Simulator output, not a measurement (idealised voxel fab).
Presented below is a process module, voxel plated lines.
This is section cut - it's 260 nm across, gridded in 5 nm square cells.
How to read a cross-section here: the picture is a grid of square cells, written as bands going from the top down, and any band can span one or more rows of cells.
The entry gives the band's vertical extent as a top height and a bottom height in nm, then its horizontal make-up as materials from left to right, each with a width in nm. "blank" stands for empty space; a single material marked "full width" fills the band edge to edge.
Counting heights begins at 0, where everything beneath is, in the wafer as received, one material. The lowest band has no bottom; it goes on downwards, as "z 0 and below" shows.
Read "30->40" as a graded width: first number on top, second number at the bottom, same change between each pair of neighbouring rows.
Key: "nothing changed" - step with no changed cell in the cross-section.
You'll see "Sealed internal voids" listing empty spaces that have no way open to the top, as long as they're 8 cells or more; the notation is width x height at distance, where the distance is from the left edge, and all of it is in nm.
after a step's settings: what the simulator itself notes on the step
A step's line can hold "overlay nm"; with a mask on that step, the setting says how far right of the planned place the mask lay, while a negative setting says it lay to the left.

**The steps planned for the process are as follows**
1) RECEIVE with material Si
2) CONFORMAL_DEP with material SiN, thk nm 15
3) DIRECTIONAL_DEP with material TiN, thk nm 5
4) PATTERN with tone open, mask id LINES, material resist, width nm 15, pitch nm 30, thk nm 15, overlay nm 0
5) EPI with material Ru, thk nm 10
6) STRIP with etch materials resist
7) DIRECTIONAL_ETCH with etch materials TiN, depth nm 5
8) CONFORMAL_DEP with material SiCN, thk nm 10

**Cross-section of the wafer as it came to us, i.e., already through step 1**
* z 0 and below: Si full width
* Sealed internal voids: none

**First of two wafers, end-of-module section, run followed plan**
* z 40 to 30: blank: 80 / SiCN: 95 / blank: 85
* z 30 to 25: blank: 80 / SiCN: 10 / Ru: 15 / SiCN: 15 / Ru: 15 / SiCN: 15 / Ru: 15 / SiCN: 10 / blank: 85
* z 25 to 20: SiCN: 90 / Ru: 15 / SiCN: 15 / Ru: 15 / SiCN: 15 / Ru: 15 / SiCN: 95
* z 20 to 15: SiCN: 90 / TiN: 15 / SiCN: 15 / TiN: 15 / SiCN: 15 / TiN: 15 / SiCN: 95
* z 15 to 0: SiN full width
* z 0 and below: Si full width
* Sealed internal voids: none

**This cross-section belongs to the second wafer of two at the end of the module; the start and the plan were shared with the first, and the run included one mistake**
* z 30 to 20: SiCN full width
* z 20 to 5: SiN full width
* z 5 to 0: TiN full width
* z 0 and below: Si full width
* Sealed internal voids: none
Where did the run depart from the plan? contrary to the plan, steps 2 and 3 were processed in exchanged order
FYI, end of process, the second wafer has more or fewer cells of some materials than the first: Ru -18, SiCN -30, TiN +43
